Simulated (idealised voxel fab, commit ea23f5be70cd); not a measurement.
Process module in this document: voxel transistor to metal
Cross-section cut spans 280 nm and uses square cells 5 nm in size.
Throughout this document, each cross-section is represented as a grid of square cells and is presented as a sequence of bands enumerated from the top downward, where a band comprises one or more rows of cells.
Band: top and bottom heights (nm) first, top before bottom; then materials from left to right, widths in nm. "throughout" marks a sole material filling the band edge to edge. "blank" denotes empty space.
All heights in this document are referenced to 0, defined as the level beneath which the wafer, as received, consists entirely of one material. The lowest band is not bounded below; it extends indefinitely downward and is written in the form "0 and below".
You'd read "30->40" like this: the band's top row of cells is as wide as the first number, its bottom row is as wide as the second, and going down, every row changes width by the same amount as the row before did.
"nothing got changed" -> step changed no cross-section cell.
Entry "Internal closed voids". Content: empty spaces with no open connection to the top, size 8 cells or greater. Each: width x height at distance. Distance: from left edge. Unit: nm.
Where a step's line continues beyond its settings, the continuation is a remark by the simulator itself on that step.
What "overlay nm" on a step's line means: if the step has a mask, that mask lay this far to the right of its planned place, or, when the value is negative, to the left.
Planned process steps
1,RECEIVE | material Si
2,CONFORMAL_DEP | material SiO2 | thk nm 5
3,CONFORMAL_DEP | material SiN | thk nm 15
4,DIRECTIONAL_DEP | material aC | thk nm 10
5,PATTERN | tone cover | mask id ACTIVE | material resist | width nm 105 | pitch nm 125 | thk nm 25 | overlay nm 0
6,DIRECTIONAL_ETCH | etch materials aC | depth nm 10
7,STRIP | etch materials resist
8,DIRECTIONAL_ETCH | etch materials SiN | depth nm 15
9,DIRECTIONAL_ETCH | etch materials SiO2 | depth nm 5
10,DIRECTIONAL_ETCH | etch materials Si | depth nm 30
11,STRIP | etch materials aC
12,FILL_DEP | material SiO2 | thk nm 5
13,CMP | height nm 20
14,SELECTIVE_ETCH | etch materials SiO2 | depth nm 15
15,STRIP | etch materials SiN
16,SELECTIVE_ETCH | etch materials SiO2 | depth nm 5
17,OXIDIZE | depth nm 5
18,DIRECTIONAL_DEP | material polySi | thk nm 30
19,DIRECTIONAL_DEP | material SiCN | thk nm 15
20,PATTERN | tone cover | mask id GATE | material resist | width nm 25 | pitch nm 125 | thk nm 15 | overlay nm 0
21,DIRECTIONAL_ETCH | etch materials SiCN | depth nm 25
22,DIRECTIONAL_ETCH | etch materials polySi | depth nm 40
23,STRIP | etch materials resist
24,CONFORMAL_DEP | material SiO2 | thk nm 5
25,DIRECTIONAL_ETCH | etch materials SiO2 | depth nm 5
26,CONFORMAL_DEP | material SiN | thk nm 10
27,DIRECTIONAL_ETCH | etch materials SiN | depth nm 10
28,DIRECTIONAL_ETCH | etch materials SiO2 | depth nm 5
29,DIRECTIONAL_ETCH | etch materials Si | depth nm 15
30,EPI | material SiGe | thk nm 20
31,FILL_DEP | material SiO2 | thk nm 10
32,CMP | height nm 45
33,DIRECTIONAL_DEP | material SiO2 | thk nm 10
34,DIRECTIONAL_DEP | material aC | thk nm 10
35,PATTERN | tone open | mask id CONTACT | material resist | width nm 30 | thk nm 25 | overlay nm 0
36,DIRECTIONAL_ETCH | etch materials aC | depth nm 10
37,STRIP | etch materials resist
38,DIRECTIONAL_ETCH | etch materials SiO2 | depth nm 40
39,STRIP | etch materials aC
40,CONFORMAL_DEP | material TiN | thk nm 5
41,FILL_DEP | material W | thk nm 10
42,CMP | height nm 55
43,DIRECTIONAL_DEP | material TiN | thk nm 5
44,DIRECTIONAL_DEP | material Ru | thk nm 20
45,DIRECTIONAL_DEP | material aC | thk nm 10
46,PATTERN | tone cover | mask id METAL_1 | material resist | width nm 20 | thk nm 25 | overlay nm 0
47,DIRECTIONAL_ETCH | etch materials aC | depth nm 10
48,STRIP | etch materials resist
49,DIRECTIONAL_ETCH | etch materials Ru | depth nm 20
50,DIRECTIONAL_ETCH | etch materials TiN | depth nm 5
51,STRIP | etch materials aC
52,FILL_DEP | material SiO2 | thk nm 5
53,CMP | height nm 80
54,CONFORMAL_DEP | material SiN | thk nm 5
So this is the incoming wafer in cross-section - it's already been through step 1
- 0 and below: Si throughout
- Internal closed voids: none
The first of the two wafers as seen in cross-section once the module was finished; processing followed the plan
- 85 down to 80: SiN throughout
- 80 down to 60: 30 of SiO2 / 20 of Ru / 55 of SiO2 / 20 of Ru / 30 of SiO2 / 20 of Ru / 55 of SiO2 / 20 of Ru / 30 of SiO2
- 60 down to 55: 30 of SiO2 / 20 of TiN / 55 of SiO2 / 20 of TiN / 30 of SiO2 / 20 of TiN / 55 of SiO2 / 20 of TiN / 30 of SiO2
- 55 down to 45: 30 of SiO2 / 5 of TiN / 20->10 of W / 5->15 of TiN / 35 of SiO2 / 5->15 of TiN / 20->10 of W / 5 of TiN / 30 of SiO2 / 5 of TiN / 20->10 of W / 5->15 of TiN / 35 of SiO2 / 5->15 of TiN / 20->10 of W / 5 of TiN / 30 of SiO2
- 45 down to 30: 30 of SiO2 / 5 of TiN / 10 of W / 5 of TiN / 10 of SiN / 5 of SiO2 / 25 of SiCN / 5 of SiO2 / 10 of SiN / 5 of TiN / 10 of W / 5 of TiN / 30 of SiO2 / 5 of TiN / 10 of W / 5 of TiN / 10 of SiN / 5 of SiO2 / 25 of SiCN / 5 of SiO2 / 10 of SiN / 5 of TiN / 10 of W / 5 of TiN / 30 of SiO2
- 30 down to 20: 30 of SiO2 / 5 of TiN / 10 of W / 5 of TiN / 10 of SiN / 5 of SiO2 / 25 of polySi / 5 of SiO2 / 10 of SiN / 5 of TiN / 10 of W / 5 of TiN / 30 of SiO2 / 5 of TiN / 10 of W / 5 of TiN / 10 of SiN / 5 of SiO2 / 25 of polySi / 5 of SiO2 / 10 of SiN / 5 of TiN / 10 of W / 5 of TiN / 30 of SiO2
- 20 down to 15: 30 of SiO2 / 20 of TiN / 10 of SiN / 5 of SiO2 / 25 of polySi / 5 of SiO2 / 10 of SiN / 20 of TiN / 30 of SiO2 / 20 of TiN / 10 of SiN / 5 of SiO2 / 25 of polySi / 5 of SiO2 / 10 of SiN / 20 of TiN / 30 of SiO2
- 15 down to 0: 30 of SiO2 / 20 of SiGe / 10 of SiN / 5 of SiO2 / 25 of polySi / 5 of SiO2 / 10 of SiN / 20 of SiGe / 30 of SiO2 / 20 of SiGe / 10 of SiN / 5 of SiO2 / 25 of polySi / 5 of SiO2 / 10 of SiN / 20 of SiGe / 30 of SiO2
- 0 down to -5: 20 of SiO2 / 30 of SiGe / 55 of SiO2 / 30 of SiGe / 10 of SiO2 / 30 of SiGe / 55 of SiO2 / 30 of SiGe / 20 of SiO2
- -5 down to -20: 25 of SiO2 / 25 of SiGe / 55 of Si / 25 of SiGe / 20 of SiO2 / 25 of SiGe / 55 of Si / 25 of SiGe / 25 of SiO2
- -20 down to -30: 25 of SiO2 / 105 of Si / 20 of SiO2 / 105 of Si / 25 of SiO2
- -30 and below: Si throughout
- Internal closed voids: none
Cross-sectional view of the second of two wafers upon completion of the module. This wafer shared its starting condition and process plan with the first; one error was made during its execution
- 85 down to 80: SiN throughout
- 80 down to 60: 30 of SiO2 / 20 of Ru / 55 of SiO2 / 20 of Ru / 30 of SiO2 / 20 of Ru / 55 of SiO2 / 20 of Ru / 30 of SiO2
- 60 down to 55: 30 of SiO2 / 20 of TiN / 55 of SiO2 / 20 of TiN / 30 of SiO2 / 20 of TiN / 55 of SiO2 / 20 of TiN / 30 of SiO2
- 55 down to 45: 35 of SiO2 / 5 of TiN / 10->5 of W / 5->10 of TiN / 45 of SiO2 / 5->10 of TiN / 10->5 of W / 5 of TiN / 40 of SiO2 / 5 of TiN / 10->5 of W / 5->10 of TiN / 45 of SiO2 / 5->10 of TiN / 10->5 of W / 5 of TiN / 35 of SiO2
- 45 down to 30: 35 of SiO2 / 5 of TiN / 5 of W / 5 of TiN / 10 of SiN / 5 of SiO2 / 25 of SiCN / 5 of SiO2 / 10 of SiN / 5 of TiN / 5 of W / 5 of TiN / 40 of SiO2 / 5 of TiN / 5 of W / 5 of TiN / 10 of SiN / 5 of SiO2 / 25 of SiCN / 5 of SiO2 / 10 of SiN / 5 of TiN / 5 of W / 5 of TiN / 35 of SiO2
- 30 down to 20: 35 of SiO2 / 5 of TiN / 5 of W / 5 of TiN / 10 of SiN / 5 of SiO2 / 25 of polySi / 5 of SiO2 / 10 of SiN / 5 of TiN / 5 of W / 5 of TiN / 40 of SiO2 / 5 of TiN / 5 of W / 5 of TiN / 10 of SiN / 5 of SiO2 / 25 of polySi / 5 of SiO2 / 10 of SiN / 5 of TiN / 5 of W / 5 of TiN / 35 of SiO2
- 20 down to 15: 35 of SiO2 / 15 of TiN / 10 of SiN / 5 of SiO2 / 25 of polySi / 5 of SiO2 / 10 of SiN / 15 of TiN / 40 of SiO2 / 15 of TiN / 10 of SiN / 5 of SiO2 / 25 of polySi / 5 of SiO2 / 10 of SiN / 15 of TiN / 35 of SiO2
- 15 down to 0: 30 of SiO2 / 20 of SiGe / 10 of SiN / 5 of SiO2 / 25 of polySi / 5 of SiO2 / 10 of SiN / 20 of SiGe / 30 of SiO2 / 20 of SiGe / 10 of SiN / 5 of SiO2 / 25 of polySi / 5 of SiO2 / 10 of SiN / 20 of SiGe / 30 of SiO2
- 0 down to -5: 20 of SiO2 / 30 of SiGe / 55 of SiO2 / 30 of SiGe / 10 of SiO2 / 30 of SiGe / 55 of SiO2 / 30 of SiGe / 20 of SiO2
- -5 down to -20: 25 of SiO2 / 25 of SiGe / 55 of Si / 25 of SiGe / 20 of SiO2 / 25 of SiGe / 55 of Si / 25 of SiGe / 25 of SiO2
- -20 down to -30: 25 of SiO2 / 105 of Si / 20 of SiO2 / 105 of Si / 25 of SiO2
- -30 and below: Si throughout
- Internal closed voids: none
Deviation from plan: step 35 changed vs plan, executed as PATTERN | tone open | mask id CONTACT | material resist | width nm 20 | thk nm 25 | overlay nm 0
Count the cells at the end and the second wafer has more or fewer of some materials than the first: +40 SiO2; -8 TiN; -32 W
